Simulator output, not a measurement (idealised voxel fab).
Module name: voxel tone inversion (process module)
The figure presents cross-section cut, which has a width of 205 nm and is divided into square cells with an edge length of 5 nm.
In what follows, cross-sections appear as grids of square cells, described through bands that run from the top down, where every band is one or more rows of cells. Heads up on the band format: heights come first, top then bottom, in nm. After that it's the materials left to right, each with its width in nm. A single material flagged "edge to edge" fills the whole band edge to edge, and "air" means there's empty space there. Heights are reckoned from 0. Under this level, the received wafer is all of one material. The bottommost band is open-ended downward, for example "0 down". Width "30 to 40": first value at the band's top row of cells, second value at its bottom row, equal change from row to row. Take "nothing was modified" at face value: in the step it is given for, the cross-section changed in none of its cells. In "Closed internal voids" the enclosed voids are listed, meaning empty spaces of 8 cells or larger without any opening to the top. The form is width x height at distance, distance from the left edge, units nm. Heads up: the bit after the settings on a step's line is the simulator's remark on that step. "overlay nm" denotes, for a step that has a mask, the displacement of the mask to the right of its planned place, with negative values corresponding to the left.

Process steps (planned)
1) RECEIVE, material Si
2) CONFORMAL_DEP, material SiCN, thk nm 5
3) DIRECTIONAL_DEP, material polySi, thk nm 20
4) PATTERN, tone cover, mask id POSTS, material resist, width nm 25, pitch nm 50, thk nm 30, overlay nm 0
5) DIRECTIONAL_ETCH, etch materials polySi, depth nm 20
6) STRIP, etch materials resist
7) FILL_DEP, material SiO2, thk nm 10
8) CMP, height nm 25
9) STRIP, etch materials polySi
10) CONFORMAL_DEP, material TiN, thk nm 5
11) FILL_DEP, material Ru, thk nm 10
12) CMP, height nm 25
13) CONFORMAL_DEP, material SiCN, thk nm 5

Received-state cross-section, reflecting completion of step 1
	0 down = Si edge to edge
	Closed internal voids: none

Cross-section, end of module. Start: as above. Plan: as above. Execution: one mistake
	45 to 40 = SiCN edge to edge
	40 to 30 = Ru edge to edge
	30 to 25 = TiN (20) / Ru (15) / TiN (35) / Ru (15) / TiN (35) / Ru (15) / TiN (35) / Ru (15) / TiN (20)
	25 to 10 = SiO2 (15) / TiN (5) / Ru (15) / TiN (5) / SiO2 (25) / TiN (5) / Ru (15) / TiN (5) / SiO2 (25) / TiN (5) / Ru (15) / TiN (5) / SiO2 (25) / TiN (5) / Ru (15) / TiN (5) / SiO2 (15)
	10 to 5 = SiO2 (15) / TiN (25) / SiO2 (25) / TiN (25) / SiO2 (25) / TiN (25) / SiO2 (25) / TiN (25) / SiO2 (15)
	5 to 0 = SiCN edge to edge
	0 down = Si edge to edge
	Closed internal voids: none
Nonconformance to the process plan: step 12 was dropped from the plan's execution and never run
